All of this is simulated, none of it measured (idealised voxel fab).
process module | voxel local oxidation
cross-section cut | 290 nm wide | cells 5 nm
A cross-section is a grid of square cells, given in bands from the top down. A band is one or more rows of cells.
Each band's line starts with the height of the band's top and of its bottom, in nm. Then come its materials from left to right, each with its width in nm. One material with "throughout" fills the band from edge to edge. "air" is empty space.
Height 0 is the level under which the wafer as received is all one material. The lowest band goes on downwards, as in "0 down".
A width such as "30 to 40" changes by the same amount from each row of cells to the next, from the band's top row to its bottom row.
"no change" after a step means that no cell of the cross-section changed.
closed voids: empty space of 8 cells or more with no open way to the top, each as width x height at its distance from the left edge, in nm
after a step's settings: what the simulator itself notes on the step
overlay nm, on a step with a mask: how far to the right of its planned place the mask lay; to the left if negative
plan
1 op RECEIVE | material Si
2 op CONFORMAL_DEP | material SiO2 | thk nm 5
3 op CONFORMAL_DEP | material SiN | thk nm 15
4 op MASKED_ETCH | tone cover | mask id ACTIVE | width nm 90 | pitch nm 130 | etch materials SiN | depth nm 15 | overlay nm 0
5 op SELECTIVE_ETCH | etch materials SiO2 | depth nm 5
6 op OXIDIZE | depth nm 15
7 op STRIP | etch materials SiN
as received, after step 1
  0 down: Si throughout
  closed voids: none
first wafer at the end, as planned
  5 to 0: air 40 | SiO2 80 | air 50 | SiO2 80 | air 40
  0 to -15: SiO2 55 | Si 50 | SiO2 80 | Si 50 | SiO2 55
  -15 down: Si throughout
  closed voids: none
second wafer at the end: like start, like plan, one mistake
  5 to 0: SiO2 30 | air 100 | SiO2 30 | air 100 | SiO2 30
  0 to -15: Si 15 | SiO2 260 | Si 15
  -15 down: Si throughout
  closed voids: none
what went wrong: step 4 ran as: op MASKED_ETCH | tone open | mask id ACTIVE | width nm 90 | pitch nm 130 | etch materials SiN | depth nm 15 | overlay nm 0
at the end the second wafer has, in cells: 42 fewer of Si | 28 more of SiO2
